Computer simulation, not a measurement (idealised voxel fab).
The following process module bears the name voxel self aligned contacts.
Pictured: cross-section cut, 225 nm wide, on a grid of 5 nm square cells.
Cross-section = grid of square cells, listed top down in bands; band = one or more rows. Each band's line starts with the height of the band's top and of its bottom, in nm. Then come its materials from left to right, each with its width in nm. One material with "edge to edge" fills the band from edge to edge. "blank" is empty space. For the purposes of this specification, 0 denotes the height below which the wafer in its as-received condition is composed wholly of one material, and the lowermost band, lacking a lower limit, extends downward without end, as expressed in "top 0, no bottom". Width: "30 to 40" (first number = top row, second number = bottom row, same change from row to row of cells). Step marked "no change occurred"? Then no cell in the cross-section changed in it. "Trapped cavities" - sealed voids, min. 8 cells, no opening to top; format: width x height at distance (distance from left edge; nm throughout). Step line, after settings: the simulator's comment on this step. If you see "overlay nm" on a step's line and that step has a mask, it's telling you how far right of where it was planned the mask ended up; a negative number means it went left instead.
# Steps planned for the process
1) RECEIVE | material Si
2) CONFORMAL_DEP | material SiO2 | thk nm 5
3) DIRECTIONAL_DEP | material polySi | thk nm 25
4) DIRECTIONAL_DEP | material SiN | thk nm 20
5) MASKED_ETCH | tone cover | mask id GATE | width nm 30 | pitch nm 70 | etch materials SiN | depth nm 20 | overlay nm 0
6) MASKED_ETCH | tone cover | mask id GATE | width nm 30 | pitch nm 70 | etch materials polySi | depth nm 25 | overlay nm 0
7) CONFORMAL_DEP | material SiN | thk nm 10
8) DIRECTIONAL_ETCH | etch materials SiN | depth nm 10
9) FILL_DEP | material SiO2 | thk nm 10
10) CMP | height nm 55
11) PATTERN | tone open | mask id CONTACT | material resist | width nm 50 | thk nm 20 | overlay nm 0
12) DIRECTIONAL_ETCH | etch materials SiO2 | depth nm 55
13) STRIP | etch materials resist
14) CONFORMAL_DEP | material TiN | thk nm 5
15) FILL_DEP | material Ru | thk nm 10
16) CMP | height nm 55
17) CONFORMAL_DEP | material SiCN | thk nm 5
# Run as planned: first of two wafers
# Incoming wafer, cross-sectional view, post step 1
* top 0, no bottom  Si edge to edge
* Trapped cavities: none
# Upon completion of step 2, the wafer appears in cross-section as shown
* top 5, bottom 0  SiO2 edge to edge
* Rest of section, below 0: as before.
# Upon completion of step 3, the wafer appears in cross-section as shown
* top 30, bottom 5  polySi edge to edge
* Rest of section, below 5: as before.
# Upon completion of step 4, the wafer appears in cross-section as shown
* top 50, bottom 30  SiN edge to edge
* Rest of section, below 30: as before.
# Upon completion of step 5, the wafer appears in cross-section as shown
* top 50, bottom 30  blank=60, then SiN=30, then blank=40, then SiN=30, then blank=65
* Rest of section, below 30: as before.
# Upon completion of step 6, the wafer appears in cross-section as shown
* top 50, bottom 30  blank=60, then SiN=30, then blank=40, then SiN=30, then blank=65
* top 30, bottom 5  blank=60, then polySi=30, then blank=40, then polySi=30, then blank=65
* Rest of section, below 5: as before.
# Upon completion of step 7, the wafer appears in cross-section as shown
* top 60, bottom 30  blank=50, then SiN=50, then blank=20, then SiN=50, then blank=55
* top 30, bottom 15  blank=50, then SiN=10, then polySi=30, then SiN=10, then blank=20, then SiN=10, then polySi=30, then SiN=10, then blank=55
* top 15, bottom 5  SiN=60, then polySi=30, then SiN=40, then polySi=30, then SiN=65
* Rest of section, below 5: as before.
# Upon completion of step 8, the wafer appears in cross-section as shown
* top 50, bottom 30  blank=50, then SiN=50, then blank=20, then SiN=50, then blank=55
* top 30, bottom 5  blank=50, then SiN=10, then polySi=30, then SiN=10, then blank=20, then SiN=10, then polySi=30, then SiN=10, then blank=55
* Rest of section, below 5: as before.
# Upon completion of step 9, the wafer appears in cross-section as shown
* top 60, bottom 50  SiO2 edge to edge
* top 50, bottom 30  SiO2=50, then SiN=50, then SiO2=20, then SiN=50, then SiO2=55
* top 30, bottom 5  SiO2=50, then SiN=10, then polySi=30, then SiN=10, then SiO2=20, then SiN=10, then polySi=30, then SiN=10, then SiO2=55
* Rest of section, below 5: as before.
# Upon completion of step 10, the wafer appears in cross-section as shown
* top 55, bottom 50  SiO2 edge to edge
* Rest of section, below 50: as before.
# Upon completion of step 11, the wafer appears in cross-section as shown
* top 75, bottom 55  resist=85, then blank=50, then resist=90
* Rest of section, below 55: as before.
# Upon completion of step 12, the wafer appears in cross-section as shown
* top 75, bottom 55  resist=85, then blank=50, then resist=90
* top 55, bottom 50  SiO2=85, then blank=50, then SiO2=90
* top 50, bottom 30  SiO2=50, then SiN=50, then blank=20, then SiN=50, then SiO2=55
* top 30, bottom 5  SiO2=50, then SiN=10, then polySi=30, then SiN=10, then blank=20, then SiN=10, then polySi=30, then SiN=10, then SiO2=55
* top 5, bottom 0  SiO2=100, then blank=20, then SiO2=105
* Rest of section, below 0: as before.
# Upon completion of step 13, the wafer appears in cross-section as shown
* top 55, bottom 50  SiO2=85, then blank=50, then SiO2=90
* Rest of section, below 50: as before.
# Upon completion of step 14, the wafer appears in cross-section as shown
* top 60, bottom 55  TiN=90, then blank=40, then TiN=95
* top 55, bottom 50  SiO2=85, then TiN=20, then blank=10, then TiN=20, then SiO2=90
* top 50, bottom 30  SiO2=50, then SiN=50, then TiN=5, then blank=10, then TiN=5, then SiN=50, then SiO2=55
* top 30, bottom 5  SiO2=50, then SiN=10, then polySi=30, then SiN=10, then TiN=5, then blank=10, then TiN=5, then SiN=10, then polySi=30, then SiN=10, then SiO2=55
* top 5, bottom 0  SiO2=100, then TiN=20, then SiO2=105
* Rest of section, below 0: as before.
# Upon completion of step 15, the wafer appears in cross-section as shown
* top 70, bottom 60  Ru edge to edge
* top 60, bottom 55  TiN=90, then Ru=40, then TiN=95
* top 55, bottom 50  SiO2=85, then TiN=20, then Ru=10, then TiN=20, then SiO2=90
* top 50, bottom 30  SiO2=50, then SiN=50, then TiN=5, then Ru=10, then TiN=5, then SiN=50, then SiO2=55
* top 30, bottom 5  SiO2=50, then SiN=10, then polySi=30, then SiN=10, then TiN=5, then Ru=10, then TiN=5, then SiN=10, then polySi=30, then SiN=10, then SiO2=55
* Rest of section, below 5: as before.
# Upon completion of step 16, the wafer appears in cross-section as shown
* top 55, bottom 50  SiO2=85, then TiN=20, then Ru=10, then TiN=20, then SiO2=90
* Rest of section, below 50: as before.
# Upon completion of step 17, the wafer appears in cross-section as shown
* top 60, bottom 55  SiCN edge to edge
* Rest of section, below 55: as before.
# Companion wafer, the second of two: same beginning, same intended sequence, one mistake in carrying it out; through step 1 inclusive it tracks the first exactly
# Cross-section of the second wafer when, according to plan, step 2 should have finished
* top 5, bottom 0  SiN edge to edge
* Rest of section, below 0: as before.
# Cross-section of the second wafer when, according to plan, step 3 should have finished
* top 30, bottom 5  polySi edge to edge
* Rest of section, below 5: as before.
# Cross-section of the second wafer when, according to plan, step 4 should have finished
* top 50, bottom 30  SiN edge to edge
* Rest of section, below 30: as before.
# Cross-section of the second wafer when, according to plan, step 5 should have finished
* top 50, bottom 30  blank=60, then SiN=30, then blank=40, then SiN=30, then blank=65
* Rest of section, below 30: as before.
# Cross-section of the second wafer when, according to plan, step 6 should have finished
* top 50, bottom 30  blank=60, then SiN=30, then blank=40, then SiN=30, then blank=65
* top 30, bottom 5  blank=60, then polySi=30, then blank=40, then polySi=30, then blank=65
* Rest of section, below 5: as before.
# Cross-section of the second wafer when, according to plan, step 7 should have finished
* top 60, bottom 30  blank=50, then SiN=50, then blank=20, then SiN=50, then blank=55
* top 30, bottom 15  blank=50, then SiN=10, then polySi=30, then SiN=10, then blank=20, then SiN=10, then polySi=30, then SiN=10, then blank=55
* top 15, bottom 5  SiN=60, then polySi=30, then SiN=40, then polySi=30, then SiN=65
* Rest of section, below 5: as before.
# Cross-section of the second wafer when, according to plan, step 8 should have finished
* top 50, bottom 30  blank=50, then SiN=50, then blank=20, then SiN=50, then blank=55
* top 30, bottom 5  blank=50, then SiN=10, then polySi=30, then SiN=10, then blank=20, then SiN=10, then polySi=30, then SiN=10, then blank=55
* Rest of section, below 5: as before.
# Cross-section of the second wafer when, according to plan, step 9 should have finished
* top 60, bottom 50  SiO2 edge to edge
* top 50, bottom 30  SiO2=50, then SiN=50, then SiO2=20, then SiN=50, then SiO2=55
* top 30, bottom 5  SiO2=50, then SiN=10, then polySi=30, then SiN=10, then SiO2=20, then SiN=10, then polySi=30, then SiN=10, then SiO2=55
* Rest of section, below 5: as before.
# Cross-section of the second wafer when, according to plan, step 10 should have finished
* top 55, bottom 50  SiO2 edge to edge
* Rest of section, below 50: as before.
# Cross-section of the second wafer when, according to plan, step 11 should have finished
* top 75, bottom 55  resist=85, then blank=50, then resist=90
* Rest of section, below 55: as before.
# Cross-section of the second wafer when, according to plan, step 12 should have finished
* top 75, bottom 55  resist=85, then blank=50, then resist=90
* top 55, bottom 50  SiO2=85, then blank=50, then SiO2=90
* top 50, bottom 30  SiO2=50, then SiN=50, then blank=20, then SiN=50, then SiO2=55
* top 30, bottom 5  SiO2=50, then SiN=10, then polySi=30, then SiN=10, then blank=20, then SiN=10, then polySi=30, then SiN=10, then SiO2=55
* Rest of section, below 5: as before.
# Cross-section of the second wafer when, according to plan, step 13 should have finished
* top 55, bottom 50  SiO2=85, then blank=50, then SiO2=90
* Rest of section, below 50: as before.
# Cross-section of the second wafer when, according to plan, step 14 should have finished
* top 60, bottom 55  TiN=90, then blank=40, then TiN=95
* top 55, bottom 50  SiO2=85, then TiN=20, then blank=10, then TiN=20, then SiO2=90
* top 50, bottom 30  SiO2=50, then SiN=50, then TiN=5, then blank=10, then TiN=5, then SiN=50, then SiO2=55
* top 30, bottom 10  SiO2=50, then SiN=10, then polySi=30, then SiN=10, then TiN=5, then blank=10, then TiN=5, then SiN=10, then polySi=30, then SiN=10, then SiO2=55
* top 10, bottom 5  SiO2=50, then SiN=10, then polySi=30, then SiN=10, then TiN=20, then SiN=10, then polySi=30, then SiN=10, then SiO2=55
* Rest of section, below 5: as before.
# Cross-section of the second wafer when, according to plan, step 15 should have finished
* top 70, bottom 60  Ru edge to edge
* top 60, bottom 55  TiN=90, then Ru=40, then TiN=95
* top 55, bottom 50  SiO2=85, then TiN=20, then Ru=10, then TiN=20, then SiO2=90
* top 50, bottom 30  SiO2=50, then SiN=50, then TiN=5, then Ru=10, then TiN=5, then SiN=50, then SiO2=55
* top 30, bottom 10  SiO2=50, then SiN=10, then polySi=30, then SiN=10, then TiN=5, then Ru=10, then TiN=5, then SiN=10, then polySi=30, then SiN=10, then SiO2=55
* Rest of section, below 10: as before.
# Cross-section of the second wafer when, according to plan, step 16 should have finished
* top 55, bottom 50  SiO2=85, then TiN=20, then Ru=10, then TiN=20, then SiO2=90
* Rest of section, below 50: as before.
# Cross-section of the second wafer when, according to plan, step 17 should have finished
* top 60, bottom 55  SiCN edge to edge
* Rest of section, below 55: as before.
Run error: step 2 did not happen as planned, as run it was CONFORMAL_DEP | material SiN | thk nm 5
The second wafer ends with more or fewer cells of some materials than the first, per final count: -2 Ru; +45 SiN; -41 SiO2; -2 TiN
